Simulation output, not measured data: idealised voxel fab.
Herein follows the process module entitled voxel double patterning.
Square cells of 5 nm make up the cross-section cut, whose width is 230 nm.
In what follows, cross-sections appear as grids of square cells, described through bands that run from the top down, where every band is one or more rows of cells. In this notation a band is specified by the heights of its top and bottom, in that order and in nm, after which its materials appear from left to right, each paired with its width in nm. The word "edge to edge" attached to a single material means that material fills the band from edge to edge; the word "air" stands for empty space. Heights are reckoned from 0. Under this level, the received wafer is all of one material. The bottommost band is open-ended downward, for example "0 nm and below". With a width like "30 to 40", each row of cells in the band differs from the next by the same amount, the top row carrying the first number and the bottom row the second. It should be understood that the words "nothing different", when stated for a given step, signify that the cross-section underwent no change in any of its cells during that step. Enclosed voids (no open way to top), threshold 8 cells or more, entry "Non-vented voids", notation width x height at distance, distance from left edge, nm. Post-settings text on a step line: simulator's own remark regarding the step. "overlay nm" denotes, for a step that has a mask, the displacement of the mask to the right of its planned place, with negative values corresponding to the left.
Process steps - plan
| 1 | RECEIVE | material Si |
| 2 | CONFORMAL_DEP | material SiO2 | thk nm 10 |
| 3 | DIRECTIONAL_DEP | material TiN | thk nm 15 |
| 4 | DIRECTIONAL_DEP | material SiCN | thk nm 5 |
| 5 | MASKED_ETCH | tone open | mask id FIRST | width nm 15 | pitch nm 50 | etch materials SiCN | depth nm 5 | overlay nm 0 |
| 6 | PATTERN | tone open | mask id SECOND | material resist | width nm 15 | pitch nm 50 | thk nm 15 | overlay nm 0 |
| 7 | DIRECTIONAL_ETCH | etch materials SiCN | depth nm 5 |
| 8 | STRIP | etch materials resist |
| 9 | DIRECTIONAL_ETCH | etch materials TiN | depth nm 15 |
| 10 | STRIP | etch materials SiCN |
Wafer as received: cross-section following step 1
- 0 nm and below = Si edge to edge
- Non-vented voids: none
first wafer at the end, as planned
- 25 nm to 10 nm = 55 of TiN / 15 of air / 10 of TiN / 15 of air / 10 of TiN / 15 of air / 10 of TiN / 15 of air / 10 of TiN / 15 of air / 60 of TiN
- 10 nm to 0 nm = SiO2 edge to edge
- 0 nm and below = Si edge to edge
- Non-vented voids: none
What the second wafer looks like in cross-section once the module is done. Its start and its plan matched the first wafer's exactly; what differed was one mistake in how it was run
- 25 nm to 15 nm = SiO2 edge to edge
- 15 nm to 0 nm = TiN edge to edge
- 0 nm and below = Si edge to edge
- Non-vented voids: none
Deviation from plan: mixed up steps 2 and 3 - ran each in the other's place
The second wafer ends with more or fewer cells of some materials than the first, per final count: 45 more of TiN
